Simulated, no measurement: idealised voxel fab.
Module name: voxel double patterning (process module)
The width of the displayed cross-section, cut, is 210 nm; its cells are square, with a size of 5 nm.
Throughout this document, each cross-section is represented as a grid of square cells and is presented as a sequence of bands enumerated from the top downward, where a band comprises one or more rows of cells. This entry defines a band. It first specifies the height of the band's top and the height of its bottom in nm, and then specifies the band's materials from left to right, stating each material with its width in nm. The word "everywhere" identifies a single material that fills the band from edge to edge, while the word "blank" identifies empty space. Heights are reckoned from 0. Under this level, the received wafer is all of one material. The bottommost band is open-ended downward, for example "0..down". A width given as "30..40" starts at the first number in the band's top row and ends at the second number in its bottom row, shifting by an equal amount at every step from row to row. It should be understood that the words "remained the same", when stated for a given step, signify that the cross-section underwent no change in any of its cells during that step. You'll see "Sealed void inventory" listing empty spaces that have no way open to the top, as long as they're 8 cells or more; the notation is width x height at distance, where the distance is from the left edge, and all of it is in nm. Whatever follows a step's settings on its line is a remark the simulator itself makes about that step. The optional step-line setting "overlay nm" applies to steps with a mask and quantifies how far to the right of its planned location the mask lay, a negative value indicating leftward placement.
PLANNED STEP LIST FOR THE PROCESS
- 1: RECEIVE, material Si
- 2: CONFORMAL_DEP, material SiO2, thk nm 5
- 3: DIRECTIONAL_DEP, material polySi, thk nm 15
- 4: DIRECTIONAL_DEP, material SiN, thk nm 10
- 5: PATTERN, tone open, mask id FIRST, material resist, width nm 15, pitch nm 50, thk nm 15, overlay nm 0
- 6: DIRECTIONAL_ETCH, etch materials SiN, depth nm 10
- 7: STRIP, etch materials resist
- 8: MASKED_ETCH, tone open, mask id SECOND, width nm 15, etch materials SiN, depth nm 10, overlay nm 0
- 9: DIRECTIONAL_ETCH, etch materials polySi, depth nm 15
- 10: STRIP, etch materials SiN
DELIVERED WAFER IN CROSS-SECTION: STATE AFTER STEP 1
  0..down | Si everywhere
  Sealed void inventory: none
WHAT THE WAFER LOOKS LIKE IN CROSS-SECTION AFTER THIS MODULE, WHEN IT STARTS AS SHOWN ABOVE AND FOLLOWS THE PLAN ABOVE BUT ONE MISTAKE IS MADE IN RUNNING IT
  30..15 | 70 nm polySi; 15 nm blank; 10 nm polySi; 15 nm blank; 10 nm polySi; 15 nm blank; 75 nm polySi
  15..5 | polySi everywhere
  5..0 | SiO2 everywhere
  0..down | Si everywhere
  Sealed void inventory: none
Here's what went sideways: note that step 3 departed from the planned setting and was carried out as DIRECTIONAL_DEP, material polySi, thk nm 25
